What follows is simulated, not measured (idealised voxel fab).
Documented hereafter: the process module known as voxel spacer lines.
cross-section cut | 220 nm wide | cells 5 nm
When this document writes out a cross-section, it uses a grid of square cells and lists it as bands, beginning at the top and moving down, with a band standing for one or more rows of cells.
Read a band's entry like this: the first values are the height of its top and the height of its bottom in nm, and what follows is the sequence of materials from left to right, each with its width in nm. Note that "air" is empty space, and that a single material marked "everywhere" reaches across the band from edge to edge.
Height 0 is the level under which the wafer as received is all one material. The lowest band goes on downwards, as in "0 -> down".
You'd read "30 to 40" like this: the band's top row of cells is as wide as the first number, its bottom row is as wide as the second, and going down, every row changes width by the same amount as the row before did.
"no change occurred" -> step changed no cross-section cell.
Empty spaces counting at least 8 cells and having no open way to the top are listed in "Sealed void listing". The notation width x height at distance is used for each, the distance being from the left edge and all three values in nm.
It should be noted that, on the line of a given step, the content following the step's settings is a remark produced by the simulator itself with respect to that step.
If you see "overlay nm" on a step's line and that step has a mask, it's telling you how far right of where it was planned the mask ended up; a negative number means it went left instead.

THESE ARE THE STEPS WE PLANNED FOR THE PROCESS
1) RECEIVE: material Si
2) CONFORMAL_DEP: material Al2O3, thk nm 10
3) DIRECTIONAL_DEP: material SiN, thk nm 10
4) DIRECTIONAL_DEP: material aC, thk nm 25
5) PATTERN: tone cover, mask id MANDREL, material resist, width nm 15, pitch nm 60, thk nm 30, overlay nm 0
6) DIRECTIONAL_ETCH: etch materials aC, depth nm 25
7) STRIP: etch materials resist
8) CONFORMAL_DEP: material SiO2, thk nm 15
9) DIRECTIONAL_ETCH: etch materials SiO2, depth nm 15
10) STRIP: etch materials aC
11) DIRECTIONAL_ETCH: etch materials SiN, depth nm 10
12) STRIP: etch materials SiO2
13) FILL_DEP: material SiO2, thk nm 5
14) CMP: height nm 20

HERE'S WHAT THE WAFER LOOKED LIKE IN CROSS-SECTION WHEN IT ARRIVED - THAT'S AFTER STEP 1
- 0 -> down: Si everywhere
- Sealed void listing: none

ONE MISTAKE IN RUNNING THE MODULE, OTHERWISE START AND PLAN AS ABOVE: CROSS-SECTION AT THE END
- 20 -> 10: SiO2: 35, then SiN: 15, then SiO2: 15, then SiN: 15, then SiO2: 15, then SiN: 15, then SiO2: 15, then SiN: 15, then SiO2: 15, then SiN: 15, then SiO2: 15, then SiN: 15, then SiO2: 20
- 10 -> 0: Al2O3 everywhere
- 0 -> down: Si everywhere
- Sealed void listing: none
So what did we get wrong on this run? step 5 changed vs plan, executed as PATTERN: tone cover, mask id MANDREL, material resist, width nm 15, pitch nm 60, thk nm 30, overlay nm 10
